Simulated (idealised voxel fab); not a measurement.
Documented hereafter: the process module known as voxel lift off.
This is section cut - it's 270 nm across, gridded in 5 nm square cells.
Cross-sections here: square-cell grids, written as top-down lists of bands, a band being one or more rows of cells. Look at the band entry: it leads with the top's height and the bottom's height in nm. Then it lists the materials left to right, with a width in nm for each. The word "throughout" on a single material says that material fills the band edge to edge. The word "air" is empty space. Height datum 0, below which the as-received substrate wafer is one material. Lowest band open at the bottom, running downward: "0..down". The two numbers in a width such as "30->40" mark its ends across the band: the first belongs to the top row of cells, the second to the bottom row, and from each row to the next the width moves by the same amount. Step note "nothing was modified" = no cross-section cell changed. This entry, "Fully sealed voids", enumerates those empty regions of no fewer than 8 cells that possess no open connection to the top. Each region is reported in the form width x height at distance, the distance being taken from the left edge, with all three quantities expressed in nm. It should be noted that, on the line of a given step, the content following the step's settings is a remark produced by the simulator itself with respect to that step. A step line may carry the setting "overlay nm", which, for steps involving a mask, states the distance by which the mask lay to the right of its intended position; negative values denote displacement to the left.

-- Here's what the planned process steps look like
1) RECEIVE, material Si
2) CONFORMAL_DEP, material SiN, thk nm 5
3) PATTERN, tone open, mask id LINES, material resist, width nm 15, pitch nm 45, thk nm 20, overlay nm 0
4) DIRECTIONAL_DEP, material Ru, thk nm 10
5) STRIP, etch materials resist
6) CONFORMAL_DEP, material SiCN, thk nm 10

-- Wafer cross-section on receipt, i.e. after step 1
  0..down: Si throughout
  Fully sealed voids: none

-- Cross-section at module end, one run error; start and plan unchanged from above
  25..15: air=60 | SiCN=35 | air=10 | SiCN=35 | air=10 | SiCN=35 | air=10 | SiCN=35 | air=40
  15..5: SiCN=70 | Ru=15 | SiCN=30 | Ru=15 | SiCN=30 | Ru=15 | SiCN=30 | Ru=15 | SiCN=50
  5..0: SiN throughout
  0..down: Si throughout
  Fully sealed voids: none
what went wrong: planned and actual differ for step 3; actual: PATTERN, tone open, mask id LINES, material resist, width nm 15, pitch nm 45, thk nm 20, overlay nm 10
